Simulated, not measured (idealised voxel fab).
voxel local oxidation: a process module
Cross-section cut: width 265 nm, square cells of 5 nm.
Cross-section, as written here: a square-cell grid given band by band from the top down, where a band holds one or more rows of cells.
Heights first: top, then bottom, in nm. Then materials, left to right, each with a width in nm. "throughout" on a single material: fills the band edge to edge. "blank": empty space.
We count height from 0. Below that, the starting wafer is all one material. The lowest band never ends at the bottom but goes on down; see "0 -> down" for how that is written.
Top row gets the first number, bottom row gets the second, and each row in between changes by the same step: that is how a band width like "30 to 40" works.
A step reported as "remains unaltered" is a step in which no cell of the cross-section changed.
If an empty space has no open way to the top and is at least 8 cells in size, "Closed void listing" lists it, written width x height at distance, where distance is measured from the left edge and every value is in nm.
On a step's line, text after the settings is the simulator commenting on that step.
You can add "overlay nm" to a step's line. For a step with a mask, it describes how far the mask lay to the right of its planned position, and a negative number describes a lay to the left.
SET OUT BELOW ARE THE PLANNED STEPS OF THE PROCESS
1 op RECEIVE | material Si
2 op CONFORMAL_DEP | material SiO2 | thk nm 5
3 op CONFORMAL_DEP | material SiN | thk nm 15
4 op DIRECTIONAL_DEP | material aC | thk nm 15
5 op PATTERN | tone cover | mask id ACTIVE | material resist | width nm 115 | thk nm 35 | overlay nm -15
6 op DIRECTIONAL_ETCH | etch materials aC | depth nm 15
7 op STRIP | etch materials resist
8 op DIRECTIONAL_ETCH | etch materials SiN | depth nm 15
9 op STRIP | etch materials aC
10 op SELECTIVE_ETCH | etch materials SiO2 | depth nm 5
11 op OXIDIZE | depth nm 10
12 op STRIP | etch materials SiN
The overlay nm used in step 5 is not the same on every wafer, whereas the starting condition is; the value printed in the plan is the first wafer's.
FIRST WAFER AS RECEIVED, AFTER STEP 1
  0 -> down  Si throughout
  Closed void listing: none
MODULE FINISHED, LAST STEP 12 DONE: CROSS-SECTION OF THE FIRST OF SEVERAL WAFERS
  5 -> 0  blank: 65, SiO2: 105, blank: 95
  0 -> -10  SiO2: 75, Si: 85, SiO2: 105
  -10 -> down  Si throughout
  Closed void listing: none
CROSS-SECTION AT MODULE COMPLETION, LAST WAFER
  5 -> 0  blank: 95, SiO2: 105, blank: 65
  0 -> -10  SiO2: 105, Si: 85, SiO2: 75
  -10 -> down  Si throughout
  Closed void listing: none
TAKE ANY ROW AND YOU HAVE A WAFER AT THE END OF THE MODULE: HOW MANY CELLS OF EACH MATERIAL IT HAS GAINED (+) OR LOST (-) SINCE IT WAS RECEIVED, AND THEN ITS CLOSED VOIDS
overlay nm -15, -72 Si, +93 SiO2, Closed void listing: none
overlay nm -10, -72 Si, +93 SiO2, Closed void listing: none
overlay nm -5, -72 Si, +93 SiO2, Closed void listing: none
overlay nm 0, -72 Si, +93 SiO2, Closed void listing: none
overlay nm 5, -72 Si, +93 SiO2, Closed void listing: none
overlay nm 10, -72 Si, +93 SiO2, Closed void listing: none
overlay nm 15, -72 Si, +93 SiO2, Closed void listing: none
